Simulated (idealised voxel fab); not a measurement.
process module | voxel fin reveal
cross-section cut | 245 nm wide | cells 5 nm
A cross-section is a grid of square cells, given in bands from the top down. A band is one or more rows of cells.
Each band's line starts with the height of the band's top and of its bottom, in nm. Then come its materials from left to right, each with its width in nm. One material with "throughout" fills the band from edge to edge. "air" is empty space.
Height 0 is the level under which the wafer as received is all one material. The lowest band goes on downwards, as in "0 down".
A width such as "30 to 40" changes by the same amount from each row of cells to the next, from the band's top row to its bottom row.
"no change" after a step means that no cell of the cross-section changed.
closed voids: empty space of 8 cells or more with no open way to the top, each as width x height at its distance from the left edge, in nm
after a step's settings: what the simulator itself notes on the step
overlay nm, on a step with a mask: how far to the right of its planned place the mask lay; to the left if negative
plan
1 op RECEIVE | material Si
2 op CONFORMAL_DEP | material SiN | thk nm 5
3 op PATTERN | tone cover | mask id FINS | material resist | width nm 15 | pitch nm 35 | thk nm 20 | overlay nm 0
4 op DIRECTIONAL_ETCH | etch materials SiN | depth nm 5
5 op DIRECTIONAL_ETCH | etch materials Si | depth nm 40
6 op STRIP | etch materials resist
7 op OXIDIZE | depth nm 5
8 op FILL_DEP | material SiO2 | thk nm 15
9 op CMP | height nm 5
10 op SELECTIVE_ETCH | etch materials SiO2 | depth nm 20
11 op STRIP | etch materials SiN
as received, after step 1
  0 down: Si throughout
  closed voids: none
first wafer at the end, as planned
  0 to -15: air 85 | Si 5 | air 30 | Si 5 | air 30 | Si 5 | air 85
  -15 to -45: SiO2 85 | Si 5 | SiO2 30 | Si 5 | SiO2 30 | Si 5 | SiO2 85
  -45 down: Si throughout
  closed voids: none
second wafer at the end: like start, like plan, one mistake
  0 to -15: Si 75 | air 25 | Si 10 | air 25 | Si 10 | air 25 | Si 75
  -15 to -45: Si 75 | SiO2 25 | Si 10 | SiO2 25 | Si 10 | SiO2 25 | Si 75
  -45 down: Si throughout
  closed voids: none
what went wrong: step 3 ran as: op PATTERN | tone open | mask id FINS | material resist | width nm 15 | pitch nm 35 | thk nm 20 | overlay nm 0
at the end the second wafer has, in cells: 279 more of Si | 186 fewer of SiO2
